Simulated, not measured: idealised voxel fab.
process module | voxel self aligned vias
cross-section cut | 230 nm wide | cells 5 nm
A cross-section is a grid of square cells, given in bands from the top down. A band is one or more rows of cells.
Each band's line starts with the height of the band's top and of its bottom, in nm. Then come its materials from left to right, each with its width in nm. One material with "throughout" fills the band from edge to edge. "air" is empty space.
Height 0 is the level under which the wafer as received is all one material. The lowest band goes on downwards, as in "0 down".
A width such as "30 to 40" changes by the same amount from each row of cells to the next, from the band's top row to its bottom row.
"no change" after a step means that no cell of the cross-section changed.
closed voids: empty space of 8 cells or more with no open way to the top, each as width x height at its distance from the left edge, in nm
after a step's settings: what the simulator itself notes on the step
overlay nm, on a step with a mask: how far to the right of its planned place the mask lay; to the left if negative
plan
1 op RECEIVE | material Si
2 op CONFORMAL_DEP | material SiO2 | thk nm 10
3 op CONFORMAL_DEP | material SiCN | thk nm 5
4 op DIRECTIONAL_DEP | material SiO2 | thk nm 30
5 op MASKED_ETCH | tone open | mask id LINES | width nm 20 | pitch nm 50 | etch materials SiO2 | depth nm 30 | overlay nm 0
6 op CONFORMAL_DEP | material TiN | thk nm 5
7 op FILL_DEP | material Ru | thk nm 10
8 op CMP | height nm 45
9 op SELECTIVE_ETCH | etch materials W Ru TiN | depth nm 10
10 op FILL_DEP | material SiN | thk nm 10
11 op CMP | height nm 45
12 op DIRECTIONAL_DEP | material SiO2 | thk nm 15
13 op PATTERN | tone open | mask id VIAS | material resist | width nm 30 | thk nm 20 | overlay nm 0
14 op DIRECTIONAL_ETCH | etch materials SiO2 | depth nm 15
15 op DIRECTIONAL_ETCH | etch materials SiN | depth nm 10
16 op STRIP | etch materials resist
17 op CONFORMAL_DEP | material TiN | thk nm 5
18 op FILL_DEP | material W | thk nm 5
19 op CMP | height nm 60
20 op CONFORMAL_DEP | material SiCN | thk nm 5
varied across the wafers: thk nm of step 20. The plan shows the first wafer's value. All wafers start alike
first wafer as received, after step 1
  0 down: Si throughout
  closed voids: none
each wafer at the end: cells of each material gained (+) or lost (-) since it was received, then its closed voids
thk nm 5 | +12 Ru | +92 SiCN | +8 SiN | +440 SiO2 | +34 TiN | +12 W | closed voids: none
thk nm 10 | +12 Ru | +138 SiCN | +8 SiN | +440 SiO2 | +34 TiN | +12 W | closed voids: none
thk nm 15 | +12 Ru | +184 SiCN | +8 SiN | +440 SiO2 | +34 TiN | +12 W | closed voids: none
thk nm 20 | +12 Ru | +230 SiCN | +8 SiN | +440 SiO2 | +34 TiN | +12 W | closed voids: none
